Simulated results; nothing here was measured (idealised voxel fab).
Process module under the name voxel spacer lines
We display cut, a cross-section 285 nm in width whose square cells are each 5 nm.
Cross-section spec: square-cell grid; bands listed top down; each band is one or more rows.
Heads up on the band format: heights come first, top then bottom, in nm. After that it's the materials left to right, each with its width in nm. A single material flagged "edge to edge" fills the whole band edge to edge, and "blank" means there's empty space there.
Beneath 0, the wafer as received is one material, and that level is where height counting begins. The lowest band goes on downward without a bottom; it is written like "from 0 down".
A two-number width, for instance "30 to 40", indicates that the width is equal to the first number in the top row of the band and to the second number in the bottom row, and that it changes by a constant amount per row of cells.
The designation "nothing got changed", where it is given for a processing step, indicates that no cell of the cross-section was altered in the course of that step.
Empty spaces counting at least 8 cells and having no open way to the top are listed in "Sealed-off cavities". The notation width x height at distance is used for each, the distance being from the left edge and all three values in nm.
On each step's line, the part that comes after the settings is the simulator's own comment on the step.
The line of a step may include "overlay nm". On a step with a mask, this value is how far to the right of its planned place the mask lay. A negative value means the mask lay to the left.
Layout of what follows: cross-section pairs, each bracketing one process step, the after cross-section shown only to the lowest band that changed, the step between and its settings noted under each pair. Pairs may originate in different runs of this module on the same starting wafer; a pair continues from the pair above only where its entry headed "Prior to processing" says so.

# Prior to processing
* from 0 down: Si edge to edge
* Sealed-off cavities: none

# As Processed
* from 10 to 0: Al2O3 edge to edge
* Rest of section, below 0: as before.
* Sealed-off cavities: none
Between before and after above, the operation and settings are CONFORMAL_DEP: material Al2O3, thk nm 10

Prior to processing: the state before this step is the cross-section shown after the step in the pair just above.

# As Processed
* from 20 to 10: W edge to edge
* Rest of section, below 10: as before.
* Sealed-off cavities: none
Between before and after above, the operation and settings are DIRECTIONAL_DEP: material W, thk nm 10

Prior to processing: the state before this step is the cross-section shown after the step in the pair just above.

# As Processed
* from 50 to 20: polySi edge to edge
* Rest of section, below 20: as before.
* Sealed-off cavities: none
Between before and after above, the operation and settings are DIRECTIONAL_DEP: material polySi, thk nm 30

Prior to processing: the state before this step is the cross-section shown after the step in the pair just above.

# As Processed
* from 90 to 50: blank (100)  resist (20)  blank (40)  resist (20)  blank (105)
* Rest of section, below 50: as before.
* Sealed-off cavities: none
Between before and after above, the operation and settings are PATTERN: tone cover, mask id MANDREL, material resist, width nm 20, pitch nm 60, thk nm 40, overlay nm 0

Prior to processing: the state before this step is the cross-section shown after the step in the pair just above.

# As Processed
* from 90 to 50: blank (100)  resist (20)  blank (40)  resist (20)  blank (105)
* from 50 to 20: blank (100)  polySi (20)  blank (40)  polySi (20)  blank (105)
* Rest of section, below 20: as before.
* Sealed-off cavities: none
Between before and after above, the operation and settings are DIRECTIONAL_ETCH: etch materials polySi, depth nm 30

Prior to processing: the state before this step is the cross-section shown after the step in the pair just above.

# As Processed
* from 50 to 20: blank (100)  polySi (20)  blank (40)  polySi (20)  blank (105)
* Rest of section, below 20: as before.
* Sealed-off cavities: none
Between before and after above, the operation and settings are STRIP: etch materials resist

Prior to processing: the state before this step is the cross-section shown after the step in the pair just above.

# As Processed
* from 60 to 50: blank (90)  SiO2 (40)  blank (20)  SiO2 (40)  blank (95)
* from 50 to 30: blank (90)  SiO2 (10)  polySi (20)  SiO2 (10)  blank (20)  SiO2 (10)  polySi (20)  SiO2 (10)  blank (95)
* from 30 to 20: SiO2 (100)  polySi (20)  SiO2 (40)  polySi (20)  SiO2 (105)
* Rest of section, below 20: as before.
* Sealed-off cavities: none
Between before and after above, the operation and settings are CONFORMAL_DEP: material SiO2, thk nm 10

Prior to processing: the state before this step is the cross-section shown after the step in the pair just above.

# As Processed
* from 50 to 20: blank (90)  SiO2 (10)  polySi (20)  SiO2 (10)  blank (20)  SiO2 (10)  polySi (20)  SiO2 (10)  blank (95)
* Rest of section, below 20: as before.
* Sealed-off cavities: none
Between before and after above, the operation and settings are DIRECTIONAL_ETCH: etch materials SiO2, depth nm 10

Prior to processing: the state before this step is the cross-section shown after the step in the pair just above.

# As Processed
* from 50 to 20: blank (90)  SiO2 (10)  blank (20)  SiO2 (10)  blank (20)  SiO2 (10)  blank (20)  SiO2 (10)  blank (95)
* Rest of section, below 20: as before.
* Sealed-off cavities: none
Between before and after above, the operation and settings are STRIP: etch materials polySi

Prior to processing: the state before this step is the cross-section shown after the step in the pair just above.

# As Processed
* from 50 to 20: blank (90)  SiO2 (10)  blank (20)  SiO2 (10)  blank (20)  SiO2 (10)  blank (20)  SiO2 (10)  blank (95)
* from 20 to 10: blank (90)  W (10)  blank (20)  W (10)  blank (20)  W (10)  blank (20)  W (10)  blank (95)
* Rest of section, below 10: as before.
* Sealed-off cavities: none
Between before and after above, the operation and settings are DIRECTIONAL_ETCH: etch materials W, depth nm 10

Prior to processing: the state before this step is the cross-section shown after the step in the pair just above.

# As Processed
* from 20 to 10: blank (90)  W (10)  blank (20)  W (10)  blank (20)  W (10)  blank (20)  W (10)  blank (95)
* Rest of section, below 10: as before.
* Sealed-off cavities: none
Between before and after above, the operation and settings are STRIP: etch materials SiO2

# Prior to processing
* from 0 down: Si edge to edge
* Sealed-off cavities: none

# As Processed
* from 10 to 0: W edge to edge
* Rest of section, below 0: as before.
* Sealed-off cavities: none
Between before and after above, the operation and settings are DIRECTIONAL_DEP: material W, thk nm 10

Prior to processing: the state before this step is the cross-section shown after the step in the pair just above.

# As Processed
* from 40 to 10: polySi edge to edge
* Rest of section, below 10: as before.
* Sealed-off cavities: none
Between before and after above, the operation and settings are DIRECTIONAL_DEP: material polySi, thk nm 30

Prior to processing: the state before this step is the cross-section shown after the step in the pair just above.

# As Processed
* from 80 to 40: blank (100)  resist (20)  blank (40)  resist (20)  blank (105)
* Rest of section, below 40: as before.
* Sealed-off cavities: none
Between before and after above, the operation and settings are PATTERN: tone cover, mask id MANDREL, material resist, width nm 20, pitch nm 60, thk nm 40, overlay nm 0

Prior to processing: the state before this step is the cross-section shown after the step in the pair just above.

# As Processed
* from 80 to 40: blank (100)  resist (20)  blank (40)  resist (20)  blank (105)
* from 40 to 10: blank (100)  polySi (20)  blank (40)  polySi (20)  blank (105)
* Rest of section, below 10: as before.
* Sealed-off cavities: none
Between before and after above, the operation and settings are DIRECTIONAL_ETCH: etch materials polySi, depth nm 30

Prior to processing: the state before this step is the cross-section shown after the step in the pair just above.

# As Processed
* from 40 to 10: blank (100)  polySi (20)  blank (40)  polySi (20)  blank (105)
* Rest of section, below 10: as before.
* Sealed-off cavities: none
Between before and after above, the operation and settings are STRIP: etch materials resist

Prior to processing: the state before this step is the cross-section shown after the step in the pair just above.

# As Processed
* from 50 to 40: blank (90)  SiO2 (40)  blank (20)  SiO2 (40)  blank (95)
* from 40 to 20: blank (90)  SiO2 (10)  polySi (20)  SiO2 (10)  blank (20)  SiO2 (10)  polySi (20)  SiO2 (10)  blank (95)
* from 20 to 10: SiO2 (100)  polySi (20)  SiO2 (40)  polySi (20)  SiO2 (105)
* Rest of section, below 10: as before.
* Sealed-off cavities: none
Between before and after above, the operation and settings are CONFORMAL_DEP: material SiO2, thk nm 10

Prior to processing: the state before this step is the cross-section shown after the step in the pair just above.

# As Processed
* from 40 to 10: blank (90)  SiO2 (10)  polySi (20)  SiO2 (10)  blank (20)  SiO2 (10)  polySi (20)  SiO2 (10)  blank (95)
* Rest of section, below 10: as before.
* Sealed-off cavities: none
Between before and after above, the operation and settings are DIRECTIONAL_ETCH: etch materials SiO2, depth nm 10

Prior to processing: the state before this step is the cross-section shown after the step in the pair just above.

# As Processed
* from 40 to 10: blank (90)  SiO2 (10)  blank (20)  SiO2 (10)  blank (20)  SiO2 (10)  blank (20)  SiO2 (10)  blank (95)
* Rest of section, below 10: as before.
* Sealed-off cavities: none
Between before and after above, the operation and settings are STRIP: etch materials polySi

Prior to processing: the state before this step is the cross-section shown after the step in the pair just above.

# As Processed
* from 40 to 10: blank (90)  SiO2 (10)  blank (20)  SiO2 (10)  blank (20)  SiO2 (10)  blank (20)  SiO2 (10)  blank (95)
* from 10 to 0: blank (90)  W (10)  blank (20)  W (10)  blank (20)  W (10)  blank (20)  W (10)  blank (95)
* Rest of section, below 0: as before.
* Sealed-off cavities: none
Between before and after above, the operation and settings are DIRECTIONAL_ETCH: etch materials W, depth nm 10

Prior to processing: the state before this step is the cross-section shown after the step in the pair just above.

# As Processed
* from 10 to 0: blank (90)  W (10)  blank (20)  W (10)  blank (20)  W (10)  blank (20)  W (10)  blank (95)
* Rest of section, below 0: as before.
* Sealed-off cavities: none
Between before and after above, the operation and settings are STRIP: etch materials SiO2

# Prior to processing
* from 10 to 0: Al2O3 edge to edge
* from 0 down: Si edge to edge
* Sealed-off cavities: none

# As Processed
* from 40 to 10: polySi edge to edge
* Rest of section, below 10: as before.
* Sealed-off cavities: none
Between before and after above, the operation and settings are DIRECTIONAL_DEP: material polySi, thk nm 30

Prior to processing: the state before this step is the cross-section shown after the step in the pair just above.

# As Processed
* from 50 to 40: W edge to edge
* Rest of section, below 40: as before.
* Sealed-off cavities: none
Between before and after above, the operation and settings are DIRECTIONAL_DEP: material W, thk nm 10

Prior to processing: the state before this step is the cross-section shown after the step in the pair just above.

# As Processed
* from 90 to 50: blank (100)  resist (20)  blank (40)  resist (20)  blank (105)
* Rest of section, below 50: as before.
* Sealed-off cavities: none
Between before and after above, the operation and settings are PATTERN: tone cover, mask id MANDREL, material resist, width nm 20, pitch nm 60, thk nm 40, overlay nm 0

Prior to processing: the state before this step is the cross-section shown after the step in the pair just above.

# As Processed
* from 50 to 40: W edge to edge
* Rest of section, below 40: as before.
* Sealed-off cavities: none
Between before and after above, the operation and settings are STRIP: etch materials resist

Prior to processing: the state before this step is the cross-section shown after the step in the pair just above.

# As Processed
* from 60 to 50: SiO2 edge to edge
* Rest of section, below 50: as before.
* Sealed-off cavities: none
Between before and after above, the operation and settings are CONFORMAL_DEP: material SiO2, thk nm 10

Prior to processing: the state before this step is the cross-section shown after the step in the pair just above.

# As Processed
* from 50 to 40: W edge to edge
* Rest of section, below 40: as before.
* Sealed-off cavities: none
Between before and after above, the operation and settings are DIRECTIONAL_ETCH: etch materials SiO2, depth nm 10

Prior to processing: the state before this step is the cross-section shown after the step in the pair just above.

# As Processed
* from 40 to 10: polySi edge to edge
* Rest of section, below 10: as before.
* Sealed-off cavities: none
Between before and after above, the operation and settings are DIRECTIONAL_ETCH: etch materials W, depth nm 10

# Prior to processing
* from 50 to 20: blank (100)  polySi (20)  blank (40)  polySi (20)  blank (105)
* from 20 to 10: W edge to edge
* from 10 to 0: Al2O3 edge to edge
* from 0 down: Si edge to edge
* Sealed-off cavities: none

# As Processed
* from 55 to 50: blank (95)  SiO2 (30)  blank (30)  SiO2 (30)  blank (100)
* from 50 to 25: blank (95)  SiO2 (5)  polySi (20)  SiO2 (5)  blank (30)  SiO2 (5)  polySi (20)  SiO2 (5)  blank (100)
* from 25 to 20: SiO2 (100)  polySi (20)  SiO2 (40)  polySi (20)  SiO2 (105)
* Rest of section, below 20: as before.
* Sealed-off cavities: none
Between before and after above, the operation and settings are CONFORMAL_DEP: material SiO2, thk nm 5

Prior to processing: the state before this step is the cross-section shown after the step in the pair just above.

# As Processed
* from 50 to 45: blank (100)  polySi (20)  blank (40)  polySi (20)  blank (105)
* from 45 to 20: blank (95)  SiO2 (5)  polySi (20)  SiO2 (5)  blank (30)  SiO2 (5)  polySi (20)  SiO2 (5)  blank (100)
* Rest of section, below 20: as before.
* Sealed-off cavities: none
Between before and after above, the operation and settings are DIRECTIONAL_ETCH: etch materials SiO2, depth nm 10

Prior to processing: the state before this step is the cross-section shown after the step in the pair just above.

# As Processed
* from 45 to 20: blank (95)  SiO2 (5)  blank (20)  SiO2 (5)  blank (30)  SiO2 (5)  blank (20)  SiO2 (5)  blank (100)
* Rest of section, below 20: as before.
* Sealed-off cavities: none
Between before and after above, the operation and settings are STRIP: etch materials polySi

Prior to processing: the state before this step is the cross-section shown after the step in the pair just above.

# As Processed
* from 45 to 20: blank (95)  SiO2 (5)  blank (20)  SiO2 (5)  blank (30)  SiO2 (5)  blank (20)  SiO2 (5)  blank (100)
* from 20 to 10: blank (95)  W (5)  blank (20)  W (5)  blank (30)  W (5)  blank (20)  W (5)  blank (100)
* Rest of section, below 10: as before.
* Sealed-off cavities: none
Between before and after above, the operation and settings are DIRECTIONAL_ETCH: etch materials W, depth nm 10

Prior to processing: the state before this step is the cross-section shown after the step in the pair just above.

# As Processed
* from 20 to 10: blank (95)  W (5)  blank (20)  W (5)  blank (30)  W (5)  blank (20)  W (5)  blank (100)
* Rest of section, below 10: as before.
* Sealed-off cavities: none
Between before and after above, the operation and settings are STRIP: etch materials SiO2

# Prior to processing
* from 50 to 20: polySi edge to edge
* from 20 to 10: W edge to edge
* from 10 to 0: Al2O3 edge to edge
* from 0 down: Si edge to edge
* Sealed-off cavities: none

# As Processed
* from 90 to 50: blank (105)  resist (15)  blank (45)  resist (15)  blank (105)
* Rest of section, below 50: as before.
* Sealed-off cavities: none
Between before and after above, the operation and settings are PATTERN: tone cover, mask id MANDREL, material resist, width nm 15, pitch nm 60, thk nm 40, overlay nm 0

Prior to processing: the state before this step is the cross-section shown after the step in the pair just above.

# As Processed
* from 90 to 50: blank (105)  resist (15)  blank (45)  resist (15)  blank (105)
* from 50 to 20: blank (105)  polySi (15)  blank (45)  polySi (15)  blank (105)
* Rest of section, below 20: as before.
* Sealed-off cavities: none
Between before and after above, the operation and settings are DIRECTIONAL_ETCH: etch materials polySi, depth nm 30

Prior to processing: the state before this step is the cross-section shown after the step in the pair just above.

# As Processed
* from 50 to 20: blank (105)  polySi (15)  blank (45)  polySi (15)  blank (105)
* Rest of section, below 20: as before.
* Sealed-off cavities: none
Between before and after above, the operation and settings are STRIP: etch materials resist

Prior to processing: the state before this step is the cross-section shown after the step in the pair just above.

# As Processed
* from 60 to 50: blank (95)  SiO2 (35)  blank (25)  SiO2 (35)  blank (95)
* from 50 to 30: blank (95)  SiO2 (10)  polySi (15)  SiO2 (10)  blank (25)  SiO2 (10)  polySi (15)  SiO2 (10)  blank (95)
* from 30 to 20: SiO2 (105)  polySi (15)  SiO2 (45)  polySi (15)  SiO2 (105)
* Rest of section, below 20: as before.
* Sealed-off cavities: none
Between before and after above, the operation and settings are CONFORMAL_DEP: material SiO2, thk nm 10

Prior to processing: the state before this step is the cross-section shown after the step in the pair just above.

# As Processed
* from 50 to 20: blank (95)  SiO2 (10)  polySi (15)  SiO2 (10)  blank (25)  SiO2 (10)  polySi (15)  SiO2 (10)  blank (95)
* Rest of section, below 20: as before.
* Sealed-off cavities: none
Between before and after above, the operation and settings are DIRECTIONAL_ETCH: etch materials SiO2, depth nm 10

Prior to processing: the state before this step is the cross-section shown after the step in the pair just above.

# As Processed
* from 50 to 20: blank (95)  SiO2 (10)  blank (15)  SiO2 (10)  blank (25)  SiO2 (10)  blank (15)  SiO2 (10)  blank (95)
* Rest of section, below 20: as before.
* Sealed-off cavities: none
Between before and after above, the operation and settings are STRIP: etch materials polySi

Prior to processing: the state before this step is the cross-section shown after the step in the pair just above.

# As Processed
* from 50 to 20: blank (95)  SiO2 (10)  blank (15)  SiO2 (10)  blank (25)  SiO2 (10)  blank (15)  SiO2 (10)  blank (95)
* from 20 to 10: blank (95)  W (10)  blank (15)  W (10)  blank (25)  W (10)  blank (15)  W (10)  blank (95)
* Rest of section, below 10: as before.
* Sealed-off cavities: none
Between before and after above, the operation and settings are DIRECTIONAL_ETCH: etch materials W, depth nm 10

Prior to processing: the state before this step is the cross-section shown after the step in the pair just above.

# As Processed
* from 20 to 10: blank (95)  W (10)  blank (15)  W (10)  blank (25)  W (10)  blank (15)  W (10)  blank (95)
* Rest of section, below 10: as before.
* Sealed-off cavities: none
Between before and after above, the operation and settings are STRIP: etch materials SiO2

# Prior to processing
* from 50 to 20: polySi edge to edge
* from 20 to 10: W edge to edge
* from 10 to 0: Al2O3 edge to edge
* from 0 down: Si edge to edge
* Sealed-off cavities: none

# As Processed
* from 90 to 50: blank (110)  resist (20)  blank (40)  resist (20)  blank (95)
* Rest of section, below 50: as before.
* Sealed-off cavities: none
Between before and after above, the operation and settings are PATTERN: tone cover, mask id MANDREL, material resist, width nm 20, pitch nm 60, thk nm 40, overlay nm 10

Prior to processing: the state before this step is the cross-section shown after the step in the pair just above.

# As Processed
* from 90 to 50: blank (110)  resist (20)  blank (40)  resist (20)  blank (95)
* from 50 to 20: blank (110)  polySi (20)  blank (40)  polySi (20)  blank (95)
* Rest of section, below 20: as before.
* Sealed-off cavities: none
Between before and after above, the operation and settings are DIRECTIONAL_ETCH: etch materials polySi, depth nm 30

Prior to processing: the state before this step is the cross-section shown after the step in the pair just above.

# As Processed
* from 50 to 20: blank (110)  polySi (20)  blank (40)  polySi (20)  blank (95)
* Rest of section, below 20: as before.
* Sealed-off cavities: none
Between before and after above, the operation and settings are STRIP: etch materials resist

Prior to processing: the state before this step is the cross-section shown after the step in the pair just above.

# As Processed
* from 60 to 50: blank (100)  SiO2 (40)  blank (20)  SiO2 (40)  blank (85)
* from 50 to 30: blank (100)  SiO2 (10)  polySi (20)  SiO2 (10)  blank (20)  SiO2 (10)  polySi (20)  SiO2 (10)  blank (85)
* from 30 to 20: SiO2 (110)  polySi (20)  SiO2 (40)  polySi (20)  SiO2 (95)
* Rest of section, below 20: as before.
* Sealed-off cavities: none
Between before and after above, the operation and settings are CONFORMAL_DEP: material SiO2, thk nm 10

Prior to processing: the state before this step is the cross-section shown after the step in the pair just above.

# As Processed
* from 50 to 20: blank (100)  SiO2 (10)  polySi (20)  SiO2 (10)  blank (20)  SiO2 (10)  polySi (20)  SiO2 (10)  blank (85)
* Rest of section, below 20: as before.
* Sealed-off cavities: none
Between before and after above, the operation and settings are DIRECTIONAL_ETCH: etch materials SiO2, depth nm 10

Prior to processing: the state before this step is the cross-section shown after the step in the pair just above.

# As Processed
* from 50 to 20: blank (100)  SiO2 (10)  blank (20)  SiO2 (10)  blank (20)  SiO2 (10)  blank (20)  SiO2 (10)  blank (85)
* Rest of section, below 20: as before.
* Sealed-off cavities: none
Between before and after above, the operation and settings are STRIP: etch materials polySi

Prior to processing: the state before this step is the cross-section shown after the step in the pair just above.

# As Processed
* from 50 to 20: blank (100)  SiO2 (10)  blank (20)  SiO2 (10)  blank (20)  SiO2 (10)  blank (20)  SiO2 (10)  blank (85)
* from 20 to 10: blank (100)  W (10)  blank (20)  W (10)  blank (20)  W (10)  blank (20)  W (10)  blank (85)
* Rest of section, below 10: as before.
* Sealed-off cavities: none
Between before and after above, the operation and settings are DIRECTIONAL_ETCH: etch materials W, depth nm 10

Prior to processing: the state before this step is the cross-section shown after the step in the pair just above.

# As Processed
* from 20 to 10: blank (100)  W (10)  blank (20)  W (10)  blank (20)  W (10)  blank (20)  W (10)  blank (85)
* Rest of section, below 10: as before.
* Sealed-off cavities: none
Between before and after above, the operation and settings are STRIP: etch materials SiO2

# Prior to processing
* from 20 to 10: W edge to edge
* from 10 to 0: Al2O3 edge to edge
* from 0 down: Si edge to edge
* Sealed-off cavities: none

# As Processed
* from 50 to 20: Al2O3 edge to edge
* Rest of section, below 20: as before.
* Sealed-off cavities: none
Between before and after above, the operation and settings are DIRECTIONAL_DEP: material Al2O3, thk nm 30

Prior to processing: the state before this step is the cross-section shown after the step in the pair just above.

# As Processed
* from 90 to 50: blank (100)  resist (20)  blank (40)  resist (20)  blank (105)
* Rest of section, below 50: as before.
* Sealed-off cavities: none
Between before and after above, the operation and settings are PATTERN: tone cover, mask id MANDREL, material resist, width nm 20, pitch nm 60, thk nm 40, overlay nm 0

Prior to processing: the state before this step is the cross-section shown after the step in the pair just above.

# As Processed
* from 50 to 20: Al2O3 edge to edge
* Rest of section, below 20: as before.
* Sealed-off cavities: none
Between before and after above, the operation and settings are STRIP: etch materials resist

Prior to processing: the state before this step is the cross-section shown after the step in the pair just above.

# As Processed
* from 60 to 50: SiO2 edge to edge
* Rest of section, below 50: as before.
* Sealed-off cavities: none
Between before and after above, the operation and settings are CONFORMAL_DEP: material SiO2, thk nm 10

Prior to processing: the state before this step is the cross-section shown after the step in the pair just above.

# As Processed
* from 50 to 20: Al2O3 edge to edge
* Rest of section, below 20: as before.
* Sealed-off cavities: none
Between before and after above, the operation and settings are DIRECTIONAL_ETCH: etch materials SiO2, depth nm 10

# Prior to processing
* from 50 to 20: polySi edge to edge
* from 20 to 10: W edge to edge
* from 10 to 0: Al2O3 edge to edge
* from 0 down: Si edge to edge
* Sealed-off cavities: none

# As Processed
* from 90 to 50: resist (100)  blank (20)  resist (40)  blank (20)  resist (105)
* Rest of section, below 50: as before.
* Sealed-off cavities: none
Between before and after above, the operation and settings are PATTERN: tone open, mask id MANDREL, material resist, width nm 20, pitch nm 60, thk nm 40, overlay nm 0

Prior to processing: the state before this step is the cross-section shown after the step in the pair just above.

# As Processed
* from 90 to 50: resist (100)  blank (20)  resist (40)  blank (20)  resist (105)
* from 50 to 20: polySi (100)  blank (20)  polySi (40)  blank (20)  polySi (105)
* Rest of section, below 20: as before.
* Sealed-off cavities: none
Between before and after above, the operation and settings are DIRECTIONAL_ETCH: etch materials polySi, depth nm 30

Prior to processing: the state before this step is the cross-section shown after the step in the pair just above.

# As Processed
* from 50 to 20: polySi (100)  blank (20)  polySi (40)  blank (20)  polySi (105)
* Rest of section, below 20: as before.
* Sealed-off cavities: none
Between before and after above, the operation and settings are STRIP: etch materials resist

Prior to processing: the state before this step is the cross-section shown after the step in the pair just above.

# As Processed
* from 60 to 50: SiO2 edge to edge
* from 50 to 20: polySi (100)  SiO2 (20)  polySi (40)  SiO2 (20)  polySi (105)
* Rest of section, below 20: as before.
* Sealed-off cavities: none
Between before and after above, the operation and settings are CONFORMAL_DEP: material SiO2, thk nm 10

Prior to processing: the state before this step is the cross-section shown after the step in the pair just above.

# As Processed
* from 50 to 20: polySi (100)  SiO2 (20)  polySi (40)  SiO2 (20)  polySi (105)
* Rest of section, below 20: as before.
* Sealed-off cavities: none
Between before and after above, the operation and settings are DIRECTIONAL_ETCH: etch materials SiO2, depth nm 10

Prior to processing: the state before this step is the cross-section shown after the step in the pair just above.

# As Processed
* from 50 to 20: blank (100)  SiO2 (20)  blank (40)  SiO2 (20)  blank (105)
* Rest of section, below 20: as before.
* Sealed-off cavities: none
Between before and after above, the operation and settings are STRIP: etch materials polySi

Prior to processing: the state before this step is the cross-section shown after the step in the pair just above.

# As Processed
* from 50 to 20: blank (100)  SiO2 (20)  blank (40)  SiO2 (20)  blank (105)
* from 20 to 10: blank (100)  W (20)  blank (40)  W (20)  blank (105)
* Rest of section, below 10: as before.
* Sealed-off cavities: none
Between before and after above, the operation and settings are DIRECTIONAL_ETCH: etch materials W, depth nm 10

Prior to processing: the state before this step is the cross-section shown after the step in the pair just above.

# As Processed
* from 20 to 10: blank (100)  W (20)  blank (40)  W (20)  blank (105)
* Rest of section, below 10: as before.
* Sealed-off cavities: none
Between before and after above, the operation and settings are STRIP: etch materials SiO2
